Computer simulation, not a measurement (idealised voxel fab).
Process module heading - voxel gate over fins
Shown is cross-section cut, with a width of 235 nm and square cells of size 5 nm.
Cross-section format: a grid of square cells, given as bands from top to bottom; each band is one or more rows of cells.
Per band: top height and bottom height in nm, followed by the left-to-right materials and their widths in nm; "edge to edge" marks a single material spanning edge to edge, "empty" marks empty space.
Convention: height 0 is the level below which the wafer, as received, is all one material. The lowest band does not terminate at the bottom but continues downward, represented as "0 and below".
A width such as "30->40" changes by the same amount from each row of cells to the next, from the band's top row to its bottom row.
Basically "left unchanged" means that step didn't change any cell in the cross-section.
"Sealed-off cavities": empty spaces of 8 cells or more with no open way to the top, each given as width x height at distance, distance from the left edge, all in nm.
Text after the settings on a step's line: the simulator's own remark on that step.
For masked steps, "overlay nm" on the step line gives how far right of plan the mask actually lay; a minus sign means it lay to the left.

# Set out below are the planned steps of the process
1,RECEIVE | material Si
2,CONFORMAL_DEP | material SiN | thk nm 10
3,DIRECTIONAL_DEP | material aC | thk nm 15
4,PATTERN | tone cover | mask id FINS | material resist | width nm 15 | pitch nm 50 | thk nm 30 | overlay nm 0
5,DIRECTIONAL_ETCH | etch materials aC | depth nm 15
6,STRIP | etch materials resist
7,DIRECTIONAL_ETCH | etch materials SiN | depth nm 10
8,DIRECTIONAL_ETCH | etch materials Si | depth nm 30
9,STRIP | etch materials aC
10,FILL_DEP | material SiO2 | thk nm 5
11,CMP | height nm 10
12,DIRECTIONAL_DEP | material aC | thk nm 15
13,PATTERN | tone open | mask id RAIL | material resist | width nm 15 | thk nm 30 | overlay nm 0
14,DIRECTIONAL_ETCH | etch materials aC | depth nm 15
15,STRIP | etch materials resist
16,DIRECTIONAL_ETCH | etch materials SiO2 | depth nm 35
17,STRIP | etch materials aC
18,CONFORMAL_DEP | material TiN | thk nm 5
19,FILL_DEP | material W | thk nm 10
20,CMP | height nm 10
21,SELECTIVE_ETCH | etch materials W Ru TiN | depth nm 25
22,FILL_DEP | material SiO2 | thk nm 5
23,CMP | height nm 10
24,SELECTIVE_ETCH | etch materials SiO2 | depth nm 20
25,STRIP | etch materials SiN
26,CONFORMAL_DEP | material HfO2 | thk nm 5
27,CONFORMAL_DEP | material TiN | thk nm 5
28,FILL_DEP | material W | thk nm 10
29,CMP | height nm 15
30,CONFORMAL_DEP | material SiCN | thk nm 10

# Cross-section of the wafer at receipt, which is the condition after step 1
	0 and below: Si edge to edge
	Sealed-off cavities: none

# First wafer of two, sectioned at end of module; run went per plan
	25 down to 15: SiCN edge to edge
	15 down to 10: W edge to edge
	10 down to 5: 50 of W | 35 of TiN | 15 of W | 35 of TiN | 15 of W | 35 of TiN | 50 of W
	5 down to 0: 50 of W | 5 of TiN | 25 of HfO2 | 5 of TiN | 15 of W | 5 of TiN | 25 of HfO2 | 5 of TiN | 15 of W | 5 of TiN | 25 of HfO2 | 5 of TiN | 50 of W
	0 down to -5: 55 of TiN | 5 of HfO2 | 15 of Si | 5 of HfO2 | 25 of TiN | 5 of HfO2 | 15 of Si | 5 of HfO2 | 25 of TiN | 5 of HfO2 | 15 of Si | 5 of HfO2 | 55 of TiN
	-5 down to -10: 60 of HfO2 | 15 of Si | 35 of HfO2 | 15 of Si | 35 of HfO2 | 15 of Si | 60 of HfO2
	-10 down to -15: 60 of SiO2 | 15 of Si | 35 of SiO2 | 15 of Si | 35 of SiO2 | 15 of Si | 60 of SiO2
	-15 down to -20: 60 of SiO2 | 15 of Si | 10 of SiO2 | 5 of TiN | 5 of W | 5 of TiN | 10 of SiO2 | 15 of Si | 35 of SiO2 | 15 of Si | 60 of SiO2
	-20 down to -25: 60 of SiO2 | 15 of Si | 10 of SiO2 | 15 of TiN | 10 of SiO2 | 15 of Si | 35 of SiO2 | 15 of Si | 60 of SiO2
	-25 down to -30: 60 of SiO2 | 15 of Si | 35 of SiO2 | 15 of Si | 35 of SiO2 | 15 of Si | 60 of SiO2
	-30 and below: Si edge to edge
	Sealed-off cavities: none

# What the second wafer looks like in cross-section once the module is done. Its start and its plan matched the first wafer's exactly; what differed was one mistake in how it was run
	25 down to 15: SiCN edge to edge
	15 down to 10: 65 of HfO2 | 5 of TiN | 45 of HfO2 | 5 of TiN | 45 of HfO2 | 5 of TiN | 65 of HfO2
	10 down to 5: 60 of SiCN | 5 of HfO2 | 5 of TiN | 5 of HfO2 | 35 of SiCN | 5 of HfO2 | 5 of TiN | 5 of HfO2 | 35 of SiCN | 5 of HfO2 | 5 of TiN | 5 of HfO2 | 60 of SiCN
	5 down to 0: 60 of SiCN | 15 of HfO2 | 35 of SiCN | 15 of HfO2 | 35 of SiCN | 15 of HfO2 | 60 of SiCN
	0 down to -30: 60 of SiCN | 15 of Si | 35 of SiCN | 15 of Si | 35 of SiCN | 15 of Si | 60 of SiCN
	-30 and below: Si edge to edge
	Sealed-off cavities: none
What broke from the plan during processing? so step 10 ended up running with a different setting than we planned, it ran as FILL_DEP | material SiCN | thk nm 5
In the final state, the cell counts of the second wafer exceed or fall short of those of the first for the following materials: SiCN +304 | SiO2 -146 | TiN -58 | W -100
